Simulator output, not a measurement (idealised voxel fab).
Process module under the name voxel transistor to metal
Xsec cut, 180 nm wide, square cell size 5 nm.
In this document a cross-section is written as a grid of square cells. It is given as a series of bands, listed from the top down, and a band is one or more rows of cells. The band entry comprises the height of the band's top followed by the height of its bottom, expressed in nm, and subsequently the band's materials from left to right, each stated together with its width in nm. Where a single material is marked with the word "edge to edge", that material fills the band from edge to edge. The word "empty" represents empty space. Heights are expressed relative to 0, this being the level below which the as-received wafer comprises one material exclusively. The lowest band is unbounded in the downward direction and is denoted as in "top 0, no bottom". A width such as "30->40" changes by the same amount from each row of cells to the next, from the band's top row to its bottom row. You'll sometimes find "remains unaltered" written for a step, and that's the way of saying that nowhere in the cross-section did a cell change during that step. Closed-off voids of 8+ cells (no open route to the top) go in "Sealed void listing", written width x height at distance from the left edge, in nm. If you see something after the settings on a step's line, that's the simulator's own remark about that step. A step's line can hold "overlay nm"; with a mask on that step, the setting says how far right of the planned place the mask lay, while a negative setting says it lay to the left.

## So here's the lineup of process steps we planned
| 1 | RECEIVE | material Si |
| 2 | CONFORMAL_DEP | material SiO2 | thk nm 5 |
| 3 | CONFORMAL_DEP | material SiN | thk nm 10 |
| 4 | DIRECTIONAL_DEP | material aC | thk nm 15 |
| 5 | PATTERN | tone cover | mask id ACTIVE | material resist | width nm 120 | thk nm 30 | overlay nm 0 |
| 6 | DIRECTIONAL_ETCH | etch materials aC | depth nm 15 |
| 7 | STRIP | etch materials resist |
| 8 | DIRECTIONAL_ETCH | etch materials SiN | depth nm 10 |
| 9 | DIRECTIONAL_ETCH | etch materials SiO2 | depth nm 5 |
| 10 | DIRECTIONAL_ETCH | etch materials Si | depth nm 25 |
| 11 | STRIP | etch materials aC |
| 12 | FILL_DEP | material SiO2 | thk nm 10 |
| 13 | CMP | height nm 15 |
| 14 | SELECTIVE_ETCH | etch materials SiO2 | depth nm 10 |
| 15 | STRIP | etch materials SiN |
| 16 | SELECTIVE_ETCH | etch materials SiO2 | depth nm 5 |
| 17 | OXIDIZE | depth nm 5 |
| 18 | DIRECTIONAL_DEP | material polySi | thk nm 25 |
| 19 | DIRECTIONAL_DEP | material SiCN | thk nm 15 |
| 20 | DIRECTIONAL_DEP | material aC | thk nm 15 |
| 21 | PATTERN | tone cover | mask id GATE | material resist | width nm 30 | thk nm 30 | overlay nm 0 |
| 22 | DIRECTIONAL_ETCH | etch materials aC | depth nm 15 |
| 23 | STRIP | etch materials resist |
| 24 | DIRECTIONAL_ETCH | etch materials SiCN | depth nm 25 |
| 25 | DIRECTIONAL_ETCH | etch materials polySi | depth nm 35 |
| 26 | STRIP | etch materials aC |
| 27 | CONFORMAL_DEP | material SiO2 | thk nm 5 |
| 28 | DIRECTIONAL_ETCH | etch materials SiO2 | depth nm 5 |
| 29 | CONFORMAL_DEP | material SiN | thk nm 5 |
| 30 | DIRECTIONAL_ETCH | etch materials SiN | depth nm 5 |
| 31 | DIRECTIONAL_ETCH | etch materials SiO2 | depth nm 5 |
| 32 | EPI | material SiGe | thk nm 5 |
| 33 | FILL_DEP | material SiO2 | thk nm 5 |
| 34 | CMP | height nm 25 |
| 35 | STRIP | etch materials polySi |
| 36 | SELECTIVE_ETCH | etch materials SiO2 | depth nm 5 |
| 37 | CONFORMAL_DEP | material HfO2 | thk nm 5 |
| 38 | CONFORMAL_DEP | material TiN | thk nm 5 |
| 39 | FILL_DEP | material W | thk nm 10 |
| 40 | CMP | height nm 20 |
| 41 | DIRECTIONAL_DEP | material SiO2 | thk nm 15 |
| 42 | PATTERN | tone open | mask id CONTACT | material resist | width nm 20 | pitch nm 80 | thk nm 15 | overlay nm 0 |
| 43 | DIRECTIONAL_ETCH | etch materials SiO2 | depth nm 35 |
| 44 | STRIP | etch materials resist |
| 45 | CONFORMAL_DEP | material TiN | thk nm 5 |
| 46 | FILL_DEP | material W | thk nm 5 |
| 47 | CMP | height nm 35 |
| 48 | CONFORMAL_DEP | material SiN | thk nm 5 |
| 49 | DIRECTIONAL_DEP | material lowk | thk nm 20 |
| 50 | DIRECTIONAL_DEP | material aC | thk nm 15 |
| 51 | PATTERN | tone open | mask id METAL_1 | material resist | width nm 20 | pitch nm 80 | thk nm 30 | overlay nm 0 |
| 52 | DIRECTIONAL_ETCH | etch materials aC | depth nm 15 |
| 53 | STRIP | etch materials resist |
| 54 | DIRECTIONAL_ETCH | etch materials lowk | depth nm 20 |
| 55 | DIRECTIONAL_ETCH | etch materials SiN | depth nm 5 |
| 56 | STRIP | etch materials aC |
| 57 | CONFORMAL_DEP | material TiN | thk nm 5 |
| 58 | FILL_DEP | material Ru | thk nm 5 |
| 59 | CMP | height nm 60 |
| 60 | EPI | material Ru | thk nm 5 |
| 61 | FILL_DEP | material SiCN | thk nm 5 |
| 62 | DIRECTIONAL_DEP | material lowk | thk nm 35 |
| 63 | MASKED_ETCH | tone open | mask id METAL_2_HOLES | width nm 15 | pitch nm 80 | etch materials lowk | depth nm 35 | overlay nm 0 |
| 64 | PATTERN | tone open | mask id METAL_2 | material resist | width nm 20 | pitch nm 80 | thk nm 15 | overlay nm 0 |
| 65 | DIRECTIONAL_ETCH | etch materials lowk | depth nm 20 |
| 66 | DIRECTIONAL_ETCH | etch materials SiCN | depth nm 5 |
| 67 | STRIP | etch materials resist |
| 68 | CONFORMAL_DEP | material TiN | thk nm 5 |
| 69 | FILL_DEP | material Cu | thk nm 10 |
| 70 | CMP | height nm 105 |
| 71 | CONFORMAL_DEP | material SiCN | thk nm 5 |

## So this is the incoming wafer in cross-section - it's already been through step 1
  top 0, no bottom: Si edge to edge
  Sealed void listing: none

## Below is the wafer in cross-section after the module was completed. It began from the starting point shown above and followed the plan shown above, except that one mistake was made while running it
  top 110, bottom 105: SiCN edge to edge
  top 105, bottom 90: 40 of lowk  5 of TiN  10 of Cu  5 of TiN  60 of lowk  5 of TiN  10 of Cu  5 of TiN  40 of lowk
  top 90, bottom 85: 40 of lowk  5 of TiN  5 of Cu  10 of TiN  60 of lowk  5 of TiN  5 of Cu  10 of TiN  40 of lowk
  top 85, bottom 70: 40 of lowk  5 of TiN  5 of Cu  5 of TiN  65 of lowk  5 of TiN  5 of Cu  5 of TiN  45 of lowk
  top 70, bottom 65: 40 of SiCN  15 of TiN  65 of SiCN  15 of TiN  45 of SiCN
  top 65, bottom 60: 35 of SiCN  30 of Ru  50 of SiCN  30 of Ru  35 of SiCN
  top 60, bottom 40: 40 of lowk  5 of TiN  10 of Ru  5 of TiN  60 of lowk  5 of TiN  10 of Ru  5 of TiN  40 of lowk
  top 40, bottom 35: 40 of SiN  20 of TiN  60 of SiN  20 of TiN  40 of SiN
  top 35, bottom 30: 40 of SiO2  20 of TiN  60 of SiO2  20 of TiN  40 of SiO2
  top 30, bottom 25: 60 of TiN  15 of HfO2  5 of TiN  20 of W  5 of TiN  15 of HfO2  60 of TiN
  top 25, bottom 20: 65 of HfO2  5 of SiN  5 of HfO2  5 of TiN  20 of W  5 of TiN  5 of HfO2  5 of SiN  65 of HfO2
  top 20, bottom 5: 65 of SiO2  5 of SiN  5 of HfO2  5 of TiN  20 of W  5 of TiN  5 of HfO2  5 of SiN  65 of SiO2
  top 5, bottom 0: 65 of SiO2  5 of SiN  5 of HfO2  30 of TiN  5 of HfO2  5 of SiN  65 of SiO2
  top 0, bottom -5: 25 of SiO2  40 of SiGe  5 of SiO2  40 of HfO2  5 of SiO2  40 of SiGe  25 of SiO2
  top -5, bottom -25: 30 of SiO2  120 of Si  30 of SiO2
  top -25, no bottom: Si edge to edge
  Sealed void listing: none
Against the plan, the run slipped here: step 40 was run on a setting that differed from the plan, and what really ran there is CMP | height nm 30
